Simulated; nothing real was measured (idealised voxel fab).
The following process module bears the name voxel air gaps.
The cross-section shown here is cut; it is 240 nm wide and divided into square cells measuring 5 nm on a side.
In what follows, cross-sections appear as grids of square cells, described through bands that run from the top down, where every band is one or more rows of cells.
It is stipulated that each band's entry specify, in nanometres, the height of the top of the band and then that of its bottom, followed by the materials of the band in left-to-right sequence, each together with its width in nanometres. A single material marked by the word "throughout" is understood to fill the band from edge to edge; the word "air" is understood to denote empty space.
Where do heights start? At 0: under that level the wafer as delivered is made of one material only. And the lowest band has no floor; it just carries on downward, as in "0 down".
Top row gets the first number, bottom row gets the second, and each row in between changes by the same step: that is how a band width like "30..40" works.
When a step is marked "nothing changed", none of the cells in the cross-section changed during that step.
Entry "Enclosed void listing" = empty spaces >= 8 cells with no open way to the top; each as width x height at distance, distance from left edge, all nm.
It should be noted that, on the line of a given step, the content following the step's settings is a remark produced by the simulator itself with respect to that step.
overlay nm: right-of-plan distance of the mask on a masked step; negative values mean left-of-plan.
### List of planned process steps
| 1 | RECEIVE,material Si |
| 2 | CONFORMAL_DEP,material SiO2,thk nm 15 |
| 3 | CONFORMAL_DEP,material SiN,thk nm 5 |
| 4 | DIRECTIONAL_DEP,material SiO2,thk nm 35 |
| 5 | DIRECTIONAL_DEP,material aC,thk nm 15 |
| 6 | PATTERN,tone open,mask id LINES,material resist,width nm 20,pitch nm 45,thk nm 35,overlay nm 0 |
| 7 | DIRECTIONAL_ETCH,etch materials aC,depth nm 15 |
| 8 | STRIP,etch materials resist |
| 9 | DIRECTIONAL_ETCH,etch materials SiO2,depth nm 35 |
| 10 | STRIP,etch materials aC |
| 11 | CONFORMAL_DEP,material TiN,thk nm 5 |
| 12 | FILL_DEP,material Cu,thk nm 5 |
| 13 | CMP,height nm 55 |
| 14 | EPI,material Ru,thk nm 10 |
| 15 | SELECTIVE_ETCH,etch materials SiO2,depth nm 45 |
| 16 | CONFORMAL_DEP,material SiCN,thk nm 5 |
### The following pertains to the first of two wafers, which was processed as planned
### So this is the incoming wafer in cross-section - it's already been through step 1
    0 down | Si throughout
    Enclosed void listing: none
### Wafer section view after processing step 2
    15 to 0 | SiO2 throughout
    Everything below 0 is unchanged.
### Wafer section view after processing step 3
    20 to 15 | SiN throughout
    Everything below 15 is unchanged.
### Wafer section view after processing step 4
    55 to 20 | SiO2 throughout
    Everything below 20 is unchanged.
### Wafer section view after processing step 5
    70 to 55 | aC throughout
    Everything below 55 is unchanged.
### Wafer section view after processing step 6
    105 to 70 | 40 of resist | 20 of air | 25 of resist | 20 of air | 25 of resist | 20 of air | 25 of resist | 20 of air | 45 of resist
    Everything below 70 is unchanged.
### Wafer section view after processing step 7
    90 to 70 | 40 of resist | 20 of air | 25 of resist | 20 of air | 25 of resist | 20 of air | 25 of resist | 20 of air | 45 of resist
    70 to 55 | 40 of aC | 20 of air | 25 of aC | 20 of air | 25 of aC | 20 of air | 25 of aC | 20 of air | 45 of aC
    Everything below 55 is unchanged.
### Wafer section view after processing step 8
    70 to 55 | 40 of aC | 20 of air | 25 of aC | 20 of air | 25 of aC | 20 of air | 25 of aC | 20 of air | 45 of aC
    Everything below 55 is unchanged.
### Wafer section view after processing step 9
    70 to 55 | 40 of aC | 20 of air | 25 of aC | 20 of air | 25 of aC | 20 of air | 25 of aC | 20 of air | 45 of aC
    55 to 20 | 40 of SiO2 | 20 of air | 25 of SiO2 | 20 of air | 25 of SiO2 | 20 of air | 25 of SiO2 | 20 of air | 45 of SiO2
    Everything below 20 is unchanged.
### Wafer section view after processing step 10
    55 to 20 | 40 of SiO2 | 20 of air | 25 of SiO2 | 20 of air | 25 of SiO2 | 20 of air | 25 of SiO2 | 20 of air | 45 of SiO2
    Everything below 20 is unchanged.
### Wafer section view after processing step 11
    60 to 55 | 45 of TiN | 10 of air | 35 of TiN | 10 of air | 35 of TiN | 10 of air | 35 of TiN | 10 of air | 50 of TiN
    55 to 25 | 40 of SiO2 | 5 of TiN | 10 of air | 5 of TiN | 25 of SiO2 | 5 of TiN | 10 of air | 5 of TiN | 25 of SiO2 | 5 of TiN | 10 of air | 5 of TiN | 25 of SiO2 | 5 of TiN | 10 of air | 5 of TiN | 45 of SiO2
    25 to 20 | 40 of SiO2 | 20 of TiN | 25 of SiO2 | 20 of TiN | 25 of SiO2 | 20 of TiN | 25 of SiO2 | 20 of TiN | 45 of SiO2
    Everything below 20 is unchanged.
### Wafer section view after processing step 12
    65 to 60 | Cu throughout
    60 to 55 | 45 of TiN | 10 of Cu | 35 of TiN | 10 of Cu | 35 of TiN | 10 of Cu | 35 of TiN | 10 of Cu | 50 of TiN
    55 to 25 | 40 of SiO2 | 5 of TiN | 10 of Cu | 5 of TiN | 25 of SiO2 | 5 of TiN | 10 of Cu | 5 of TiN | 25 of SiO2 | 5 of TiN | 10 of Cu | 5 of TiN | 25 of SiO2 | 5 of TiN | 10 of Cu | 5 of TiN | 45 of SiO2
    Everything below 25 is unchanged.
### Wafer section view after processing step 13
    55 to 25 | 40 of SiO2 | 5 of TiN | 10 of Cu | 5 of TiN | 25 of SiO2 | 5 of TiN | 10 of Cu | 5 of TiN | 25 of SiO2 | 5 of TiN | 10 of Cu | 5 of TiN | 25 of SiO2 | 5 of TiN | 10 of Cu | 5 of TiN | 45 of SiO2
    Everything below 25 is unchanged.
### Wafer section view after processing step 14
    65 to 55 | 30 of air | 40 of Ru | 5 of air | 40 of Ru | 5 of air | 40 of Ru | 5 of air | 40 of Ru | 35 of air
    Everything below 55 is unchanged.
### Wafer section view after processing step 15
    65 to 55 | 30 of air | 40 of Ru | 5 of air | 40 of Ru | 5 of air | 40 of Ru | 5 of air | 40 of Ru | 35 of air
    55 to 25 | 40 of air | 5 of TiN | 10 of Cu | 5 of TiN | 25 of air | 5 of TiN | 10 of Cu | 5 of TiN | 25 of air | 5 of TiN | 10 of Cu | 5 of TiN | 25 of air | 5 of TiN | 10 of Cu | 5 of TiN | 45 of air
    25 to 20 | 40 of air | 20 of TiN | 25 of air | 20 of TiN | 25 of air | 20 of TiN | 25 of air | 20 of TiN | 45 of air
    Everything below 20 is unchanged.
### Wafer section view after processing step 16
    70 to 65 | 25 of air | 185 of SiCN | 30 of air
    65 to 55 | 25 of air | 5 of SiCN | 40 of Ru | 5 of SiCN | 40 of Ru | 5 of SiCN | 40 of Ru | 5 of SiCN | 40 of Ru | 5 of SiCN | 30 of air
    55 to 50 | 25 of air | 15 of SiCN | 5 of TiN | 10 of Cu | 5 of TiN | 25 of SiCN | 5 of TiN | 10 of Cu | 5 of TiN | 25 of SiCN | 5 of TiN | 10 of Cu | 5 of TiN | 25 of SiCN | 5 of TiN | 10 of Cu | 5 of TiN | 15 of SiCN | 30 of air
    50 to 25 | 35 of air | 5 of SiCN | 5 of TiN | 10 of Cu | 5 of TiN | 5 of SiCN | 15 of air | 5 of SiCN | 5 of TiN | 10 of Cu | 5 of TiN | 5 of SiCN | 15 of air | 5 of SiCN | 5 of TiN | 10 of Cu | 5 of TiN | 5 of SiCN | 15 of air | 5 of SiCN | 5 of TiN | 10 of Cu | 5 of TiN | 5 of SiCN | 40 of air
    25 to 20 | 40 of SiCN | 20 of TiN | 25 of SiCN | 20 of TiN | 25 of SiCN | 20 of TiN | 25 of SiCN | 20 of TiN | 45 of SiCN
    Everything below 20 is unchanged.
    Enclosed void listing: 15 x 25 at 65; 15 x 25 at 110; 15 x 25 at 155
### Wafer two. Same start, same plan, one slip in execution. Same as wafer one through step 5, inclusive
### Second wafer at the planned finish of step 6, seen in cross-section
    105 to 70 | 45 of resist | 20 of air | 25 of resist | 20 of air | 25 of resist | 20 of air | 25 of resist | 20 of air | 40 of resist
    Everything below 70 is unchanged.
### Second wafer at the planned finish of step 7, seen in cross-section
    90 to 70 | 45 of resist | 20 of air | 25 of resist | 20 of air | 25 of resist | 20 of air | 25 of resist | 20 of air | 40 of resist
    70 to 55 | 45 of aC | 20 of air | 25 of aC | 20 of air | 25 of aC | 20 of air | 25 of aC | 20 of air | 40 of aC
    Everything below 55 is unchanged.
### Second wafer at the planned finish of step 8, seen in cross-section
    70 to 55 | 45 of aC | 20 of air | 25 of aC | 20 of air | 25 of aC | 20 of air | 25 of aC | 20 of air | 40 of aC
    Everything below 55 is unchanged.
### Second wafer at the planned finish of step 9, seen in cross-section
    70 to 55 | 45 of aC | 20 of air | 25 of aC | 20 of air | 25 of aC | 20 of air | 25 of aC | 20 of air | 40 of aC
    55 to 20 | 45 of SiO2 | 20 of air | 25 of SiO2 | 20 of air | 25 of SiO2 | 20 of air | 25 of SiO2 | 20 of air | 40 of SiO2
    Everything below 20 is unchanged.
### Second wafer at the planned finish of step 10, seen in cross-section
    55 to 20 | 45 of SiO2 | 20 of air | 25 of SiO2 | 20 of air | 25 of SiO2 | 20 of air | 25 of SiO2 | 20 of air | 40 of SiO2
    Everything below 20 is unchanged.
### Second wafer at the planned finish of step 11, seen in cross-section
    60 to 55 | 50 of TiN | 10 of air | 35 of TiN | 10 of air | 35 of TiN | 10 of air | 35 of TiN | 10 of air | 45 of TiN
    55 to 25 | 45 of SiO2 | 5 of TiN | 10 of air | 5 of TiN | 25 of SiO2 | 5 of TiN | 10 of air | 5 of TiN | 25 of SiO2 | 5 of TiN | 10 of air | 5 of TiN | 25 of SiO2 | 5 of TiN | 10 of air | 5 of TiN | 40 of SiO2
    25 to 20 | 45 of SiO2 | 20 of TiN | 25 of SiO2 | 20 of TiN | 25 of SiO2 | 20 of TiN | 25 of SiO2 | 20 of TiN | 40 of SiO2
    Everything below 20 is unchanged.
### Second wafer at the planned finish of step 12, seen in cross-section
    65 to 60 | Cu throughout
    60 to 55 | 50 of TiN | 10 of Cu | 35 of TiN | 10 of Cu | 35 of TiN | 10 of Cu | 35 of TiN | 10 of Cu | 45 of TiN
    55 to 25 | 45 of SiO2 | 5 of TiN | 10 of Cu | 5 of TiN | 25 of SiO2 | 5 of TiN | 10 of Cu | 5 of TiN | 25 of SiO2 | 5 of TiN | 10 of Cu | 5 of TiN | 25 of SiO2 | 5 of TiN | 10 of Cu | 5 of TiN | 40 of SiO2
    Everything below 25 is unchanged.
### Second wafer at the planned finish of step 13, seen in cross-section
    55 to 25 | 45 of SiO2 | 5 of TiN | 10 of Cu | 5 of TiN | 25 of SiO2 | 5 of TiN | 10 of Cu | 5 of TiN | 25 of SiO2 | 5 of TiN | 10 of Cu | 5 of TiN | 25 of SiO2 | 5 of TiN | 10 of Cu | 5 of TiN | 40 of SiO2
    Everything below 25 is unchanged.
### Second wafer at the planned finish of step 14, seen in cross-section
    65 to 55 | 35 of air | 40 of Ru | 5 of air | 40 of Ru | 5 of air | 40 of Ru | 5 of air | 40 of Ru | 30 of air
    Everything below 55 is unchanged.
### Second wafer at the planned finish of step 15, seen in cross-section
    65 to 55 | 35 of air | 40 of Ru | 5 of air | 40 of Ru | 5 of air | 40 of Ru | 5 of air | 40 of Ru | 30 of air
    55 to 25 | 45 of air | 5 of TiN | 10 of Cu | 5 of TiN | 25 of air | 5 of TiN | 10 of Cu | 5 of TiN | 25 of air | 5 of TiN | 10 of Cu | 5 of TiN | 25 of air | 5 of TiN | 10 of Cu | 5 of TiN | 40 of air
    25 to 20 | 45 of air | 20 of TiN | 25 of air | 20 of TiN | 25 of air | 20 of TiN | 25 of air | 20 of TiN | 40 of air
    Everything below 20 is unchanged.
### Second wafer at the planned finish of step 16, seen in cross-section
    70 to 65 | 30 of air | 185 of SiCN | 25 of air
    65 to 55 | 30 of air | 5 of SiCN | 40 of Ru | 5 of SiCN | 40 of Ru | 5 of SiCN | 40 of Ru | 5 of SiCN | 40 of Ru | 5 of SiCN | 25 of air
    55 to 50 | 30 of air | 15 of SiCN | 5 of TiN | 10 of Cu | 5 of TiN | 25 of SiCN | 5 of TiN | 10 of Cu | 5 of TiN | 25 of SiCN | 5 of TiN | 10 of Cu | 5 of TiN | 25 of SiCN | 5 of TiN | 10 of Cu | 5 of TiN | 15 of SiCN | 25 of air
    50 to 25 | 40 of air | 5 of SiCN | 5 of TiN | 10 of Cu | 5 of TiN | 5 of SiCN | 15 of air | 5 of SiCN | 5 of TiN | 10 of Cu | 5 of TiN | 5 of SiCN | 15 of air | 5 of SiCN | 5 of TiN | 10 of Cu | 5 of TiN | 5 of SiCN | 15 of air | 5 of SiCN | 5 of TiN | 10 of Cu | 5 of TiN | 5 of SiCN | 35 of air
    25 to 20 | 45 of SiCN | 20 of TiN | 25 of SiCN | 20 of TiN | 25 of SiCN | 20 of TiN | 25 of SiCN | 20 of TiN | 40 of SiCN
    Everything below 20 is unchanged.
    Enclosed void listing: 15 x 25 at 70; 15 x 25 at 115; 15 x 25 at 160
Diagnosis: step 6, actual vs plan mismatch, actual run PATTERN,tone open,mask id LINES,material resist,width nm 20,pitch nm 45,thk nm 35,overlay nm 5
The concluding comparison shows that, measured in cells, each material is equally abundant on both wafers, albeit at different positions.
